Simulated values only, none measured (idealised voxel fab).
This is a process module. Its name is voxel local oxidation.
The cross-section shown here is cut; it is 270 nm wide and divided into square cells measuring 5 nm on a side.
In this document a cross-section is written as a grid of square cells. It is given as a series of bands, listed from the top down, and a band is one or more rows of cells.
Heights first: top, then bottom, in nm. Then materials, left to right, each with a width in nm. "all across" on a single material: fills the band edge to edge. "blank": empty space.
All heights in this document are referenced to 0, defined as the level beneath which the wafer, as received, consists entirely of one material. The lowest band is not bounded below; it extends indefinitely downward and is written in the form "0 -> down".
Read "30->40" as a graded width: first number on top, second number at the bottom, same change between each pair of neighbouring rows.
"changes: none" means the step left every cell of the cross-section as it was.
Entry "closed voids" = empty spaces >= 8 cells with no open way to the top; each as width x height at distance, distance from left edge, all nm.
Step line, after settings: the simulator's comment on this step.
The "overlay nm" setting may appear on a step's line; for a step that uses a mask, it gives how far to the right of its planned position the mask lay, and a negative value indicates the left.
-- Below is the list of planned process steps
1. RECEIVE, material Si
2. CONFORMAL_DEP, material SiO2, thk nm 5
3. CONFORMAL_DEP, material SiN, thk nm 15
4. PATTERN, tone cover, mask id ACTIVE, material resist, width nm 100, thk nm 20, overlay nm 0
5. DIRECTIONAL_ETCH, etch materials SiN, depth nm 15
6. STRIP, etch materials resist
7. SELECTIVE_ETCH, etch materials SiO2, depth nm 5
8. OXIDIZE, depth nm 10
9. STRIP, etch materials SiN
-- As-received wafer cross-section (after step 1)
  0 -> down | Si all across
  closed voids: none
-- Final wafer profile in cross-section after the module, from the same start and plan as above, with one mistake made during processing
  20 -> 5 | 85 of blank  100 of SiN  85 of blank
  5 -> 0 | 90 of blank  90 of SiO2  90 of blank
  0 -> -10 | 100 of SiO2  70 of Si  100 of SiO2
  -10 -> down | Si all across
  closed voids: none
What was done differently from what was planned? step 9 of the plan was omitted and not executed
